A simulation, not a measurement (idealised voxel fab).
process module | voxel ribs on slabs
cross-section cut | 150 nm wide | cells 5 nm
A cross-section is a grid of square cells, given in bands from the top down. A band is one or more rows of cells.
Each band's line starts with the height of the band's top and of its bottom, in nm. Then come its materials from left to right, each with its width in nm. One material with "throughout" fills the band from edge to edge. "air" is empty space.
Height 0 is the level under which the wafer as received is all one material. The lowest band goes on downwards, as in "0 down".
A width such as "30 to 40" changes by the same amount from each row of cells to the next, from the band's top row to its bottom row.
"no change" after a step means that no cell of the cross-section changed.
closed voids: empty space of 8 cells or more with no open way to the top, each as width x height at its distance from the left edge, in nm
after a step's settings: what the simulator itself notes on the step
overlay nm, on a step with a mask: how far to the right of its planned place the mask lay; to the left if negative
plan
1 op RECEIVE | material Si
2 op DIRECTIONAL_DEP | material SiO2 | thk nm 20
3 op DIRECTIONAL_DEP | material SiN | thk nm 25
4 op MASKED_ETCH | tone cover | mask id RIB | width nm 25 | etch materials SiN | depth nm 15 | overlay nm 0
5 op MASKED_ETCH | tone cover | mask id SLAB | width nm 75 | etch materials SiN | depth nm 10 | overlay nm 0
6 op FILL_DEP | material SiO2 | thk nm 15
7 op CMP | height nm 55
8 op DIRECTIONAL_DEP | material W | thk nm 10
9 op DIRECTIONAL_DEP | material aC | thk nm 15
10 op PATTERN | tone cover | mask id HEATER | material resist | width nm 35 | thk nm 30 | overlay nm 0
11 op DIRECTIONAL_ETCH | etch materials aC | depth nm 15
12 op STRIP | etch materials resist
13 op DIRECTIONAL_ETCH | etch materials W | depth nm 10
14 op STRIP | etch materials aC
15 op CONFORMAL_DEP | material SiO2 | thk nm 5
first wafer, as planned
as received, after step 1
  0 down: Si throughout
  closed voids: none
after step 2
  20 to 0: SiO2 throughout
  below 0: unchanged
after step 3
  45 to 20: SiN throughout
  below 20: unchanged
after step 4
  45 to 30: air 60 | SiN 25 | air 65
  below 30: unchanged
after step 5
  45 to 30: air 60 | SiN 25 | air 65
  30 to 20: air 35 | SiN 75 | air 40
  below 20: unchanged
after step 6
  60 to 45: SiO2 throughout
  45 to 30: SiO2 60 | SiN 25 | SiO2 65
  30 to 20: SiO2 35 | SiN 75 | SiO2 40
  below 20: unchanged
after step 7
  55 to 45: SiO2 throughout
  below 45: unchanged
after step 8
  65 to 55: W throughout
  below 55: unchanged
after step 9
  80 to 65: aC throughout
  below 65: unchanged
after step 10
  110 to 80: air 55 | resist 35 | air 60
  below 80: unchanged
after step 11
  95 to 80: air 55 | resist 35 | air 60
  80 to 65: air 55 | aC 35 | air 60
  below 65: unchanged
after step 12
  80 to 65: air 55 | aC 35 | air 60
  below 65: unchanged
after step 13
  80 to 65: air 55 | aC 35 | air 60
  65 to 55: air 55 | W 35 | air 60
  below 55: unchanged
after step 14
  65 to 55: air 55 | W 35 | air 60
  below 55: unchanged
after step 15
  70 to 65: air 50 | SiO2 45 | air 55
  65 to 60: air 50 | SiO2 5 | W 35 | SiO2 5 | air 55
  60 to 55: SiO2 55 | W 35 | SiO2 60
  below 55: unchanged
second wafer: like start, like plan, one mistake. Through step 14 it matches the first wafer
when step 15 should have ended: no change
what went wrong: step 15 was left out
at the end the second wafer has, in cells: 34 fewer of SiO2
